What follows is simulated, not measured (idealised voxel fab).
Herein follows the process module entitled voxel wiring stack.
The cross-section on display is named cut; it measures 275 nm wide, and its cells are 5 nm squares.
Bands, listed from the top down, are how a cross-section gets written in this document; the cross-section itself is a grid of square cells, and a band is one or more rows of them.
In this notation a band is specified by the heights of its top and bottom, in that order and in nm, after which its materials appear from left to right, each paired with its width in nm. The word "everywhere" attached to a single material means that material fills the band from edge to edge; the word "air" stands for empty space.
For the purposes of this specification, 0 denotes the height below which the wafer in its as-received condition is composed wholly of one material, and the lowermost band, lacking a lower limit, extends downward without end, as expressed in "0 and below".
Read "30->40" as a graded width: first number on top, second number at the bottom, same change between each pair of neighbouring rows.
Step marked "left unchanged"? Then no cell in the cross-section changed in it.
Basically, "closed voids" tells you about the enclosed voids: empty spaces with no open way to the top, 8 cells or bigger, each written width x height at distance, where distance is from the left edge, all in nm.
On a step's line, text after the settings is the simulator commenting on that step.
overlay nm: how far to the right of its planned place the mask lay on this masked step (negative: to the left).
How should the pairs below be read? Each gives the cross-section before one process step and the cross-section after it, the latter drawn only to the lowest band that changed; the step that lies between them, with its settings, appears under the pair. Does a pair pick up where the pair above left off? Only where its entry headed "Prior to processing" says so, since pairs can come from different runs of this module on the same starting wafer.
Prior to processing:
	95 down to 80  85 aC / 25 air / 15 aC / 25 air / 15 aC / 25 air / 85 aC
	80 down to 75  85 SiO2 / 25 air / 15 SiO2 / 25 air / 15 SiO2 / 25 air / 85 SiO2
	75 down to 60  85 SiO2 / 15 air / 10 aC / 15 SiO2 / 25 aC / 15 SiO2 / 15 air / 10 aC / 85 SiO2
	60 down to 50  85 SiO2 / 15 air / 65 SiO2 / 15 air / 95 SiO2
	50 down to 45  SiCN everywhere
	45 down to 35  85 lowk / 25 Ru / 15 lowk / 25 Ru / 15 lowk / 25 Ru / 85 lowk
	35 down to 30  85 lowk / 25 TiN / 15 lowk / 25 TiN / 15 lowk / 25 TiN / 85 lowk
	30 down to 0  SiO2 everywhere
	0 and below  Si everywhere
	closed voids: none
Section After Processing:
	95 down to 80  85 aC / 25 air / 15 aC / 25 air / 15 aC / 25 air / 85 aC
	80 down to 75  85 SiO2 / 25 air / 15 SiO2 / 25 air / 15 SiO2 / 25 air / 85 SiO2
	75 down to 60  85 SiO2 / 15 air / 10 aC / 15 SiO2 / 25 aC / 15 SiO2 / 15 air / 10 aC / 85 SiO2
	60 down to 50  85 SiO2 / 15 air / 65 SiO2 / 15 air / 95 SiO2
	50 down to 45  85 SiCN / 15 air / 65 SiCN / 15 air / 95 SiCN
	Below 45 it's all the same as before, nothing changed down there.
	closed voids: none
Step linking the sections shown: DIRECTIONAL_ETCH: etch materials SiCN, depth nm 5
Prior to processing: identical to the post-step cross-section of the immediately preceding pair.
Section After Processing:
	80 down to 60  85 SiO2 / 25 air / 15 SiO2 / 25 air / 15 SiO2 / 25 air / 85 SiO2
	Below 60 it's all the same as before, nothing changed down there.
	closed voids: none
Step linking the sections shown: STRIP: etch materials aC
Prior to processing: identical to the post-step cross-section of the immediately preceding pair.
Section After Processing:
	85 down to 80  90 TiN / 15 air / 25 TiN / 15 air / 25 TiN / 15 air / 90 TiN
	80 down to 65  85 SiO2 / 5 TiN / 15 air / 5 TiN / 15 SiO2 / 5 TiN / 15 air / 5 TiN / 15 SiO2 / 5 TiN / 15 air / 5 TiN / 85 SiO2
	65 down to 60  85 SiO2 / 5 TiN / 5 air / 15 TiN / 15 SiO2 / 25 TiN / 15 SiO2 / 5 TiN / 5 air / 15 TiN / 85 SiO2
	60 down to 50  85 SiO2 / 5 TiN / 5 air / 5 TiN / 65 SiO2 / 5 TiN / 5 air / 5 TiN / 95 SiO2
	50 down to 45  85 SiCN / 15 TiN / 65 SiCN / 15 TiN / 95 SiCN
	Below 45 it's all the same as before, nothing changed down there.
	closed voids: none
Step linking the sections shown: CONFORMAL_DEP: material TiN, thk nm 5
Prior to processing: identical to the post-step cross-section of the immediately preceding pair.
Section After Processing:
	95 down to 85  Cu everywhere
	85 down to 80  90 TiN / 15 Cu / 25 TiN / 15 Cu / 25 TiN / 15 Cu / 90 TiN
	80 down to 65  85 SiO2 / 5 TiN / 15 Cu / 5 TiN / 15 SiO2 / 5 TiN / 15 Cu / 5 TiN / 15 SiO2 / 5 TiN / 15 Cu / 5 TiN / 85 SiO2
	65 down to 60  85 SiO2 / 5 TiN / 5 Cu / 15 TiN / 15 SiO2 / 25 TiN / 15 SiO2 / 5 TiN / 5 Cu / 15 TiN / 85 SiO2
	60 down to 50  85 SiO2 / 5 TiN / 5 Cu / 5 TiN / 65 SiO2 / 5 TiN / 5 Cu / 5 TiN / 95 SiO2
	Below 50 it's all the same as before, nothing changed down there.
	closed voids: none
Step linking the sections shown: FILL_DEP: material Cu, thk nm 10
Prior to processing: identical to the post-step cross-section of the immediately preceding pair.
Section After Processing:
	80 down to 65  85 SiO2 / 5 TiN / 15 Cu / 5 TiN / 15 SiO2 / 5 TiN / 15 Cu / 5 TiN / 15 SiO2 / 5 TiN / 15 Cu / 5 TiN / 85 SiO2
	Below 65 it's all the same as before, nothing changed down there.
	closed voids: none
Step linking the sections shown: CMP: height nm 80
Prior to processing: identical to the post-step cross-section of the immediately preceding pair.
Section After Processing:
	85 down to 80  SiCN everywhere
	Below 80 it's all the same as before, nothing changed down there.
	closed voids: none
Step linking the sections shown: CONFORMAL_DEP: material SiCN, thk nm 5
Prior to processing: identical to the post-step cross-section of the immediately preceding pair.
Section After Processing:
	115 down to 85  SiO2 everywhere
	Below 85 it's all the same as before, nothing changed down there.
	closed voids: none
Step linking the sections shown: DIRECTIONAL_DEP: material SiO2, thk nm 30
Prior to processing: identical to the post-step cross-section of the immediately preceding pair.
Section After Processing:
	130 down to 115  85 resist / 25 air / 15 resist / 25 air / 15 resist / 25 air / 85 resist
	Below 115 it's all the same as before, nothing changed down there.
	closed voids: none
Step linking the sections shown: PATTERN: tone open, mask id METAL_3, material resist, width nm 25, pitch nm 40, thk nm 15, overlay nm 0
Prior to processing: identical to the post-step cross-section of the immediately preceding pair.
Section After Processing:
	130 down to 115  85 resist / 25 air / 15 resist / 25 air / 15 resist / 25 air / 85 resist
	115 down to 95  85 SiO2 / 25 air / 15 SiO2 / 25 air / 15 SiO2 / 25 air / 85 SiO2
	Below 95 it's all the same as before, nothing changed down there.
	closed voids: none
Step linking the sections shown: DIRECTIONAL_ETCH: etch materials SiO2, depth nm 20
Prior to processing: identical to the post-step cross-section of the immediately preceding pair.
Section After Processing:
	115 down to 95  85 SiO2 / 25 air / 15 SiO2 / 25 air / 15 SiO2 / 25 air / 85 SiO2
	Below 95 it's all the same as before, nothing changed down there.
	closed voids: none
Step linking the sections shown: STRIP: etch materials resist
Prior to processing: identical to the post-step cross-section of the immediately preceding pair.
Section After Processing:
	125 down to 115  85 aC / 25 air / 15 aC / 25 air / 15 aC / 25 air / 85 aC
	115 down to 105  85 SiO2 / 25 air / 15 SiO2 / 25 air / 15 SiO2 / 25 air / 85 SiO2
	105 down to 95  85 SiO2 / 25 aC / 15 SiO2 / 25 aC / 15 SiO2 / 25 aC / 85 SiO2
	Below 95 it's all the same as before, nothing changed down there.
	closed voids: none
Step linking the sections shown: DIRECTIONAL_DEP: material aC, thk nm 10
Prior to processing: identical to the post-step cross-section of the immediately preceding pair.
Section After Processing:
	150 down to 125  85 resist / 15 air / 65 resist / 15 air / 95 resist
	125 down to 115  85 aC / 15 air / 10 resist / 15 aC / 25 resist / 15 aC / 15 air / 10 resist / 85 aC
	115 down to 105  85 SiO2 / 15 air / 10 resist / 15 SiO2 / 25 resist / 15 SiO2 / 15 air / 10 resist / 85 SiO2
	Below 105 it's all the same as before, nothing changed down there.
	closed voids: none
Step linking the sections shown: PATTERN: tone open, mask id METAL_3_HOLES, material resist, width nm 15, pitch nm 80, thk nm 25, overlay nm 0
Prior to processing: identical to the post-step cross-section of the immediately preceding pair.
Section After Processing:
	140 down to 125  85 resist / 15 air / 65 resist / 15 air / 95 resist
	125 down to 115  85 aC / 15 air / 10 resist / 15 aC / 25 resist / 15 aC / 15 air / 10 resist / 85 aC
	115 down to 105  85 SiO2 / 15 air / 10 resist / 15 SiO2 / 25 resist / 15 SiO2 / 15 air / 10 resist / 85 SiO2
	105 down to 95  85 SiO2 / 15 air / 10 aC / 15 SiO2 / 25 aC / 15 SiO2 / 15 air / 10 aC / 85 SiO2
	Below 95 it's all the same as before, nothing changed down there.
	closed voids: none
Step linking the sections shown: DIRECTIONAL_ETCH: etch materials aC, depth nm 10
Prior to processing: identical to the post-step cross-section of the immediately preceding pair.
Section After Processing:
	125 down to 115  85 aC / 25 air / 15 aC / 25 air / 15 aC / 25 air / 85 aC
	115 down to 105  85 SiO2 / 25 air / 15 SiO2 / 25 air / 15 SiO2 / 25 air / 85 SiO2
	Below 105 it's all the same as before, nothing changed down there.
	closed voids: none
Step linking the sections shown: STRIP: etch materials resist
Prior to processing: identical to the post-step cross-section of the immediately preceding pair.
Section After Processing:
	125 down to 115  85 aC / 25 air / 15 aC / 25 air / 15 aC / 25 air / 85 aC
	115 down to 105  85 SiO2 / 25 air / 15 SiO2 / 25 air / 15 SiO2 / 25 air / 85 SiO2
	105 down to 95  85 SiO2 / 15 air / 10 aC / 15 SiO2 / 25 aC / 15 SiO2 / 15 air / 10 aC / 85 SiO2
	95 down to 85  85 SiO2 / 15 air / 65 SiO2 / 15 air / 95 SiO2
	Below 85 it's all the same as before, nothing changed down there.
	closed voids: none
Step linking the sections shown: DIRECTIONAL_ETCH: etch materials SiO2, depth nm 10
Prior to processing: identical to the post-step cross-section of the immediately preceding pair.
Section After Processing:
	125 down to 115  85 aC / 25 air / 15 aC / 25 air / 15 aC / 25 air / 85 aC
	115 down to 105  85 SiO2 / 25 air / 15 SiO2 / 25 air / 15 SiO2 / 25 air / 85 SiO2
	105 down to 95  85 SiO2 / 15 air / 10 aC / 15 SiO2 / 25 aC / 15 SiO2 / 15 air / 10 aC / 85 SiO2
	95 down to 85  85 SiO2 / 15 air / 65 SiO2 / 15 air / 95 SiO2
	85 down to 80  85 SiCN / 15 air / 65 SiCN / 15 air / 95 SiCN
	Below 80 it's all the same as before, nothing changed down there.
	closed voids: none
Step linking the sections shown: DIRECTIONAL_ETCH: etch materials SiCN, depth nm 5
Prior to processing: identical to the post-step cross-section of the immediately preceding pair.
Section After Processing:
	115 down to 95  85 SiO2 / 25 air / 15 SiO2 / 25 air / 15 SiO2 / 25 air / 85 SiO2
	Below 95 it's all the same as before, nothing changed down there.
	closed voids: none
Step linking the sections shown: STRIP: etch materials aC
Prior to processing: identical to the post-step cross-section of the immediately preceding pair.
Section After Processing:
	120 down to 115  90 TiN / 15 air / 25 TiN / 15 air / 25 TiN / 15 air / 90 TiN
	115 down to 100  85 SiO2 / 5 TiN / 15 air / 5 TiN / 15 SiO2 / 5 TiN / 15 air / 5 TiN / 15 SiO2 / 5 TiN / 15 air / 5 TiN / 85 SiO2
	100 down to 95  85 SiO2 / 5 TiN / 5 air / 15 TiN / 15 SiO2 / 25 TiN / 15 SiO2 / 5 TiN / 5 air / 15 TiN / 85 SiO2
	95 down to 85  85 SiO2 / 5 TiN / 5 air / 5 TiN / 65 SiO2 / 5 TiN / 5 air / 5 TiN / 95 SiO2
	85 down to 80  85 SiCN / 15 TiN / 65 SiCN / 15 TiN / 95 SiCN
	Below 80 it's all the same as before, nothing changed down there.
	closed voids: none
Step linking the sections shown: CONFORMAL_DEP: material TiN, thk nm 5
Prior to processing: identical to the post-step cross-section of the immediately preceding pair.
Section After Processing:
	125 down to 120  Ru everywhere
	120 down to 115  90 TiN / 15 Ru / 25 TiN / 15 Ru / 25 TiN / 15 Ru / 90 TiN
	115 down to 100  85 SiO2 / 5 TiN / 15 Ru / 5 TiN / 15 SiO2 / 5 TiN / 15 Ru / 5 TiN / 15 SiO2 / 5 TiN / 15 Ru / 5 TiN / 85 SiO2
	100 down to 95  85 SiO2 / 5 TiN / 5 Ru / 15 TiN / 15 SiO2 / 25 TiN / 15 SiO2 / 5 TiN / 5 Ru / 15 TiN / 85 SiO2
	95 down to 85  85 SiO2 / 5 TiN / 5 Ru / 5 TiN / 65 SiO2 / 5 TiN / 5 Ru / 5 TiN / 95 SiO2
	Below 85 it's all the same as before, nothing changed down there.
	closed voids: none
Step linking the sections shown: FILL_DEP: material Ru, thk nm 5
Prior to processing: identical to the post-step cross-section of the immediately preceding pair.
Section After Processing:
	115 down to 100  85 SiO2 / 5 TiN / 15 Ru / 5 TiN / 15 SiO2 / 5 TiN / 15 Ru / 5 TiN / 15 SiO2 / 5 TiN / 15 Ru / 5 TiN / 85 SiO2
	Below 100 it's all the same as before, nothing changed down there.
	closed voids: none
Step linking the sections shown: CMP: height nm 115
Prior to processing: identical to the post-step cross-section of the immediately preceding pair.
Section After Processing:
	120 down to 115  SiCN everywhere
	Below 115 it's all the same as before, nothing changed down there.
	closed voids: none
Step linking the sections shown: CONFORMAL_DEP: material SiCN, thk nm 5
Prior to processing: identical to the post-step cross-section of the immediately preceding pair.
Section After Processing:
	150 down to 120  SiO2 everywhere
	Below 120 it's all the same as before, nothing changed down there.
	closed voids: none
Step linking the sections shown: DIRECTIONAL_DEP: material SiO2, thk nm 30
Prior to processing: identical to the post-step cross-section of the immediately preceding pair.
Section After Processing:
	170 down to 150  85 resist / 15 air / 25 resist / 15 air / 25 resist / 15 air / 95 resist
	Below 150 it's all the same as before, nothing changed down there.
	closed voids: none
Step linking the sections shown: PATTERN: tone open, mask id METAL_4_HOLES, material resist, width nm 15, pitch nm 40, thk nm 20, overlay nm 0
Prior to processing: identical to the post-step cross-section of the immediately preceding pair.
Section After Processing:
	170 down to 150  85 resist / 15 air / 25 resist / 15 air / 25 resist / 15 air / 95 resist
	150 down to 120  85 SiO2 / 15 air / 25 SiO2 / 15 air / 25 SiO2 / 15 air / 95 SiO2
	Below 120 it's all the same as before, nothing changed down there.
	closed voids: none
Step linking the sections shown: DIRECTIONAL_ETCH: etch materials SiO2, depth nm 30
Prior to processing: identical to the post-step cross-section of the immediately preceding pair.
Section After Processing:
	150 down to 120  85 SiO2 / 15 air / 25 SiO2 / 15 air / 25 SiO2 / 15 air / 95 SiO2
	Below 120 it's all the same as before, nothing changed down there.
	closed voids: none
Step linking the sections shown: STRIP: etch materials resist
Prior to processing: identical to the post-step cross-section of the immediately preceding pair.
Section After Processing:
	170 down to 150  85 resist / 25 air / 15 resist / 25 air / 15 resist / 25 air / 85 resist
	Below 150 it's all the same as before, nothing changed down there.
	closed voids: none
Step linking the sections shown: PATTERN: tone open, mask id METAL_4, material resist, width nm 25, pitch nm 40, thk nm 20, overlay nm 0
Prior to processing: identical to the post-step cross-section of the immediately preceding pair.
Section After Processing:
	170 down to 150  85 resist / 25 air / 15 resist / 25 air / 15 resist / 25 air / 85 resist
	150 down to 130  85 SiO2 / 25 air / 15 SiO2 / 25 air / 15 SiO2 / 25 air / 85 SiO2
	Below 130 it's all the same as before, nothing changed down there.
	closed voids: none
Step linking the sections shown: DIRECTIONAL_ETCH: etch materials SiO2, depth nm 20
Prior to processing: identical to the post-step cross-section of the immediately preceding pair.
Section After Processing:
	170 down to 150  85 resist / 25 air / 15 resist / 25 air / 15 resist / 25 air / 85 resist
	150 down to 130  85 SiO2 / 25 air / 15 SiO2 / 25 air / 15 SiO2 / 25 air / 85 SiO2
	130 down to 120  85 SiO2 / 15 air / 25 SiO2 / 15 air / 25 SiO2 / 15 air / 95 SiO2
	120 down to 115  85 SiCN / 15 air / 25 SiCN / 15 air / 25 SiCN / 15 air / 95 SiCN
	Below 115 it's all the same as before, nothing changed down there.
	closed voids: none
Step linking the sections shown: DIRECTIONAL_ETCH: etch materials SiCN, depth nm 5
Prior to processing: identical to the post-step cross-section of the immediately preceding pair.
Section After Processing:
	150 down to 130  85 SiO2 / 25 air / 15 SiO2 / 25 air / 15 SiO2 / 25 air / 85 SiO2
	Below 130 it's all the same as before, nothing changed down there.
	closed voids: none
Step linking the sections shown: STRIP: etch materials resist
Prior to processing: identical to the post-step cross-section of the immediately preceding pair.
Section After Processing:
	155 down to 150  90 TiN / 15 air / 25 TiN / 15 air / 25 TiN / 15 air / 90 TiN
	150 down to 135  85 SiO2 / 5 TiN / 15 air / 5 TiN / 15 SiO2 / 5 TiN / 15 air / 5 TiN / 15 SiO2 / 5 TiN / 15 air / 5 TiN / 85 SiO2
	135 down to 130  85 SiO2 / 5 TiN / 5 air / 15 TiN / 15 SiO2 / 5 TiN / 5 air / 15 TiN / 15 SiO2 / 5 TiN / 5 air / 15 TiN / 85 SiO2
	130 down to 120  85 SiO2 / 5 TiN / 5 air / 5 TiN / 25 SiO2 / 5 TiN / 5 air / 5 TiN / 25 SiO2 / 5 TiN / 5 air / 5 TiN / 95 SiO2
	120 down to 115  85 SiCN / 15 TiN / 25 SiCN / 15 TiN / 25 SiCN / 15 TiN / 95 SiCN
	Below 115 it's all the same as before, nothing changed down there.
	closed voids: none
Step linking the sections shown: CONFORMAL_DEP: material TiN, thk nm 5
Prior to processing: identical to the post-step cross-section of the immediately preceding pair.
Section After Processing:
	160 down to 155  Cu everywhere
	155 down to 150  90 TiN / 15 Cu / 25 TiN / 15 Cu / 25 TiN / 15 Cu / 90 TiN
	150 down to 135  85 SiO2 / 5 TiN / 15 Cu / 5 TiN / 15 SiO2 / 5 TiN / 15 Cu / 5 TiN / 15 SiO2 / 5 TiN / 15 Cu / 5 TiN / 85 SiO2
	135 down to 130  85 SiO2 / 5 TiN / 5 Cu / 15 TiN / 15 SiO2 / 5 TiN / 5 Cu / 15 TiN / 15 SiO2 / 5 TiN / 5 Cu / 15 TiN / 85 SiO2
	130 down to 120  85 SiO2 / 5 TiN / 5 Cu / 5 TiN / 25 SiO2 / 5 TiN / 5 Cu / 5 TiN / 25 SiO2 / 5 TiN / 5 Cu / 5 TiN / 95 SiO2
	Below 120 it's all the same as before, nothing changed down there.
	closed voids: none
Step linking the sections shown: FILL_DEP: material Cu, thk nm 5
Prior to processing: identical to the post-step cross-section of the immediately preceding pair.
Section After Processing:
	150 down to 135  85 SiO2 / 5 TiN / 15 Cu / 5 TiN / 15 SiO2 / 5 TiN / 15 Cu / 5 TiN / 15 SiO2 / 5 TiN / 15 Cu / 5 TiN / 85 SiO2
	Below 135 it's all the same as before, nothing changed down there.
	closed voids: none
Step linking the sections shown: CMP: height nm 150
Prior to processing: identical to the post-step cross-section of the immediately preceding pair.
Section After Processing:
	155 down to 150  SiCN everywhere
	Below 150 it's all the same as before, nothing changed down there.
	closed voids: none
Step linking the sections shown: CONFORMAL_DEP: material SiCN, thk nm 5
Prior to processing:
	130 down to 115  85 resist / 25 air / 15 resist / 25 air / 15 resist / 25 air / 85 resist
	115 down to 95  85 SiO2 / 25 air / 15 SiO2 / 25 air / 15 SiO2 / 25 air / 85 SiO2
	95 down to 85  SiO2 everywhere
	85 down to 80  SiCN everywhere
	80 down to 65  85 SiO2 / 5 TiN / 15 Cu / 5 TiN / 15 SiO2 / 5 TiN / 15 Cu / 5 TiN / 15 SiO2 / 5 TiN / 15 Cu / 5 TiN / 85 SiO2
	65 down to 60  85 SiO2 / 5 TiN / 5 Cu / 15 TiN / 15 SiO2 / 25 TiN / 15 SiO2 / 5 TiN / 5 Cu / 15 TiN / 85 SiO2
	60 down to 50  85 SiO2 / 5 TiN / 5 Cu / 5 TiN / 65 SiO2 / 5 TiN / 5 Cu / 5 TiN / 95 SiO2
	50 down to 45  85 SiCN / 15 TiN / 65 SiCN / 15 TiN / 95 SiCN
	45 down to 20  85 lowk / 25 Ru / 15 lowk / 25 Ru / 15 lowk / 25 Ru / 85 lowk
	20 down to 15  85 lowk / 25 TiN / 15 lowk / 25 TiN / 15 lowk / 25 TiN / 85 lowk
	15 down to 0  SiO2 everywhere
	0 and below  Si everywhere
	closed voids: none
Section After Processing:
	140 down to 130  85 aC / 25 air / 15 aC / 25 air / 15 aC / 25 air / 85 aC
	130 down to 115  85 resist / 25 air / 15 resist / 25 air / 15 resist / 25 air / 85 resist
	115 down to 105  85 SiO2 / 25 air / 15 SiO2 / 25 air / 15 SiO2 / 25 air / 85 SiO2
	105 down to 95  85 SiO2 / 25 aC / 15 SiO2 / 25 aC / 15 SiO2 / 25 aC / 85 SiO2
	Below 95 it's all the same as before, nothing changed down there.
	closed voids: none
Step linking the sections shown: DIRECTIONAL_DEP: material aC, thk nm 10
Prior to processing: identical to the post-step cross-section of the immediately preceding pair.
Section After Processing:
	115 down to 105  85 SiO2 / 25 air / 15 SiO2 / 25 air / 15 SiO2 / 25 air / 85 SiO2
	Below 105 it's all the same as before, nothing changed down there.
	closed voids: none
Step linking the sections shown: STRIP: etch materials resist
Prior to processing: identical to the post-step cross-section of the immediately preceding pair.
Section After Processing:
	140 down to 115  85 resist / 15 air / 65 resist / 15 air / 95 resist
	115 down to 105  85 SiO2 / 15 air / 10 resist / 15 SiO2 / 25 resist / 15 SiO2 / 15 air / 10 resist / 85 SiO2
	Below 105 it's all the same as before, nothing changed down there.
	closed voids: none
Step linking the sections shown: PATTERN: tone open, mask id METAL_3_HOLES, material resist, width nm 15, pitch nm 80, thk nm 25, overlay nm 0
Prior to processing: identical to the post-step cross-section of the immediately preceding pair.
Section After Processing:
	130 down to 115  85 resist / 15 air / 65 resist / 15 air / 95 resist
	115 down to 105  85 SiO2 / 15 air / 10 resist / 15 SiO2 / 25 resist / 15 SiO2 / 15 air / 10 resist / 85 SiO2
	105 down to 95  85 SiO2 / 15 air / 10 aC / 15 SiO2 / 25 aC / 15 SiO2 / 15 air / 10 aC / 85 SiO2
	Below 95 it's all the same as before, nothing changed down there.
	closed voids: none
Step linking the sections shown: DIRECTIONAL_ETCH: etch materials aC, depth nm 10
Prior to processing: identical to the post-step cross-section of the immediately preceding pair.
Section After Processing:
	115 down to 105  85 SiO2 / 25 air / 15 SiO2 / 25 air / 15 SiO2 / 25 air / 85 SiO2
	Below 105 it's all the same as before, nothing changed down there.
	closed voids: none
Step linking the sections shown: STRIP: etch materials resist
Prior to processing: identical to the post-step cross-section of the immediately preceding pair.
Section After Processing:
	105 down to 95  85 SiO2 / 15 air / 10 aC / 15 SiO2 / 25 aC / 15 SiO2 / 15 air / 10 aC / 85 SiO2
	95 down to 85  85 SiO2 / 15 air / 65 SiO2 / 15 air / 95 SiO2
	Below 85 it's all the same as before, nothing changed down there.
	closed voids: none
Step linking the sections shown: DIRECTIONAL_ETCH: etch materials SiO2, depth nm 10
Prior to processing: identical to the post-step cross-section of the immediately preceding pair.
Section After Processing:
	105 down to 95  85 SiO2 / 15 air / 10 aC / 15 SiO2 / 25 aC / 15 SiO2 / 15 air / 10 aC / 85 SiO2
	95 down to 85  85 SiO2 / 15 air / 65 SiO2 / 15 air / 95 SiO2
	85 down to 80  85 SiCN / 15 air / 65 SiCN / 15 air / 95 SiCN
	Below 80 it's all the same as before, nothing changed down there.
	closed voids: none
Step linking the sections shown: DIRECTIONAL_ETCH: etch materials SiCN, depth nm 5
Prior to processing: identical to the post-step cross-section of the immediately preceding pair.
Section After Processing:
	105 down to 95  85 SiO2 / 25 air / 15 SiO2 / 25 air / 15 SiO2 / 25 air / 85 SiO2
	Below 95 it's all the same as before, nothing changed down there.
	closed voids: none
Step linking the sections shown: STRIP: etch materials aC
Prior to processing: identical to the post-step cross-section of the immediately preceding pair.
Section After Processing:
	110 down to 105  90 TiN / 15 air / 25 TiN / 15 air / 25 TiN / 15 air / 90 TiN
	105 down to 100  85 SiO2 / 5 TiN / 15 air / 5 TiN / 15 SiO2 / 5 TiN / 15 air / 5 TiN / 15 SiO2 / 5 TiN / 15 air / 5 TiN / 85 SiO2
	100 down to 95  85 SiO2 / 5 TiN / 5 air / 15 TiN / 15 SiO2 / 25 TiN / 15 SiO2 / 5 TiN / 5 air / 15 TiN / 85 SiO2
	95 down to 85  85 SiO2 / 5 TiN / 5 air / 5 TiN / 65 SiO2 / 5 TiN / 5 air / 5 TiN / 95 SiO2
	85 down to 80  85 SiCN / 15 TiN / 65 SiCN / 15 TiN / 95 SiCN
	Below 80 it's all the same as before, nothing changed down there.
	closed voids: none
Step linking the sections shown: CONFORMAL_DEP: material TiN, thk nm 5
Prior to processing: identical to the post-step cross-section of the immediately preceding pair.
Section After Processing:
	115 down to 110  Ru everywhere
	110 down to 105  90 TiN / 15 Ru / 25 TiN / 15 Ru / 25 TiN / 15 Ru / 90 TiN
	105 down to 100  85 SiO2 / 5 TiN / 15 Ru / 5 TiN / 15 SiO2 / 5 TiN / 15 Ru / 5 TiN / 15 SiO2 / 5 TiN / 15 Ru / 5 TiN / 85 SiO2
	100 down to 95  85 SiO2 / 5 TiN / 5 Ru / 15 TiN / 15 SiO2 / 25 TiN / 15 SiO2 / 5 TiN / 5 Ru / 15 TiN / 85 SiO2
	95 down to 85  85 SiO2 / 5 TiN / 5 Ru / 5 TiN / 65 SiO2 / 5 TiN / 5 Ru / 5 TiN / 95 SiO2
	Below 85 it's all the same as before, nothing changed down there.
	closed voids: none
Step linking the sections shown: FILL_DEP: material Ru, thk nm 5
Prior to processing: identical to the post-step cross-section of the immediately preceding pair.
Section After Processing:
	120 down to 115  SiCN everywhere
	Below 115 it's all the same as before, nothing changed down there.
	closed voids: none
Step linking the sections shown: CONFORMAL_DEP: material SiCN, thk nm 5
Prior to processing: identical to the post-step cross-section of the immediately preceding pair.
Section After Processing:
	150 down to 120  SiO2 everywhere
	Below 120 it's all the same as before, nothing changed down there.
	closed voids: none
Step linking the sections shown: DIRECTIONAL_DEP: material SiO2, thk nm 30
Prior to processing: identical to the post-step cross-section of the immediately preceding pair.
Section After Processing:
	170 down to 150  85 resist / 15 air / 25 resist / 15 air / 25 resist / 15 air / 95 resist
	Below 150 it's all the same as before, nothing changed down there.
	closed voids: none
Step linking the sections shown: PATTERN: tone open, mask id METAL_4_HOLES, material resist, width nm 15, pitch nm 40, thk nm 20, overlay nm 0
Prior to processing: identical to the post-step cross-section of the immediately preceding pair.
Section After Processing:
	170 down to 150  85 resist / 15 air / 25 resist / 15 air / 25 resist / 15 air / 95 resist
	150 down to 120  85 SiO2 / 15 air / 25 SiO2 / 15 air / 25 SiO2 / 15 air / 95 SiO2
	Below 120 it's all the same as before, nothing changed down there.
	closed voids: none
Step linking the sections shown: DIRECTIONAL_ETCH: etch materials SiO2, depth nm 30
Prior to processing: identical to the post-step cross-section of the immediately preceding pair.
Section After Processing:
	150 down to 120  85 SiO2 / 15 air / 25 SiO2 / 15 air / 25 SiO2 / 15 air / 95 SiO2
	Below 120 it's all the same as before, nothing changed down there.
	closed voids: none
Step linking the sections shown: STRIP: etch materials resist
Prior to processing: identical to the post-step cross-section of the immediately preceding pair.
Section After Processing:
	170 down to 150  85 resist / 25 air / 15 resist / 25 air / 15 resist / 25 air / 85 resist
	Below 150 it's all the same as before, nothing changed down there.
	closed voids: none
Step linking the sections shown: PATTERN: tone open, mask id METAL_4, material resist, width nm 25, pitch nm 40, thk nm 20, overlay nm 0
Prior to processing: identical to the post-step cross-section of the immediately preceding pair.
Section After Processing:
	170 down to 150  85 resist / 25 air / 15 resist / 25 air / 15 resist / 25 air / 85 resist
	150 down to 130  85 SiO2 / 25 air / 15 SiO2 / 25 air / 15 SiO2 / 25 air / 85 SiO2
	Below 130 it's all the same as before, nothing changed down there.
	closed voids: none
Step linking the sections shown: DIRECTIONAL_ETCH: etch materials SiO2, depth nm 20
Prior to processing: identical to the post-step cross-section of the immediately preceding pair.
Section After Processing:
	170 down to 150  85 resist / 25 air / 15 resist / 25 air / 15 resist / 25 air / 85 resist
	150 down to 130  85 SiO2 / 25 air / 15 SiO2 / 25 air / 15 SiO2 / 25 air / 85 SiO2
	130 down to 120  85 SiO2 / 15 air / 25 SiO2 / 15 air / 25 SiO2 / 15 air / 95 SiO2
	120 down to 115  85 SiCN / 15 air / 25 SiCN / 15 air / 25 SiCN / 15 air / 95 SiCN
	Below 115 it's all the same as before, nothing changed down there.
	closed voids: none
Step linking the sections shown: DIRECTIONAL_ETCH: etch materials SiCN, depth nm 5
Prior to processing: identical to the post-step cross-section of the immediately preceding pair.
Section After Processing:
	150 down to 130  85 SiO2 / 25 air / 15 SiO2 / 25 air / 15 SiO2 / 25 air / 85 SiO2
	Below 130 it's all the same as before, nothing changed down there.
	closed voids: none
Step linking the sections shown: STRIP: etch materials resist
Prior to processing: identical to the post-step cross-section of the immediately preceding pair.
Section After Processing:
	155 down to 150  90 TiN / 15 air / 25 TiN / 15 air / 25 TiN / 15 air / 90 TiN
	150 down to 135  85 SiO2 / 5 TiN / 15 air / 5 TiN / 15 SiO2 / 5 TiN / 15 air / 5 TiN / 15 SiO2 / 5 TiN / 15 air / 5 TiN / 85 SiO2
	135 down to 130  85 SiO2 / 5 TiN / 5 air / 15 TiN / 15 SiO2 / 5 TiN / 5 air / 15 TiN / 15 SiO2 / 5 TiN / 5 air / 15 TiN / 85 SiO2
	130 down to 120  85 SiO2 / 5 TiN / 5 air / 5 TiN / 25 SiO2 / 5 TiN / 5 air / 5 TiN / 25 SiO2 / 5 TiN / 5 air / 5 TiN / 95 SiO2
	120 down to 115  85 SiCN / 15 TiN / 25 SiCN / 15 TiN / 25 SiCN / 15 TiN / 95 SiCN
	Below 115 it's all the same as before, nothing changed down there.
	closed voids: none
Step linking the sections shown: CONFORMAL_DEP: material TiN, thk nm 5
Prior to processing: identical to the post-step cross-section of the immediately preceding pair.
Section After Processing:
	160 down to 155  Cu everywhere
	155 down to 150  90 TiN / 15 Cu / 25 TiN / 15 Cu / 25 TiN / 15 Cu / 90 TiN
	150 down to 135  85 SiO2 / 5 TiN / 15 Cu / 5 TiN / 15 SiO2 / 5 TiN / 15 Cu / 5 TiN / 15 SiO2 / 5 TiN / 15 Cu / 5 TiN / 85 SiO2
	135 down to 130  85 SiO2 / 5 TiN / 5 Cu / 15 TiN / 15 SiO2 / 5 TiN / 5 Cu / 15 TiN / 15 SiO2 / 5 TiN / 5 Cu / 15 TiN / 85 SiO2
	130 down to 120  85 SiO2 / 5 TiN / 5 Cu / 5 TiN / 25 SiO2 / 5 TiN / 5 Cu / 5 TiN / 25 SiO2 / 5 TiN / 5 Cu / 5 TiN / 95 SiO2
	Below 120 it's all the same as before, nothing changed down there.
	closed voids: none
Step linking the sections shown: FILL_DEP: material Cu, thk nm 5
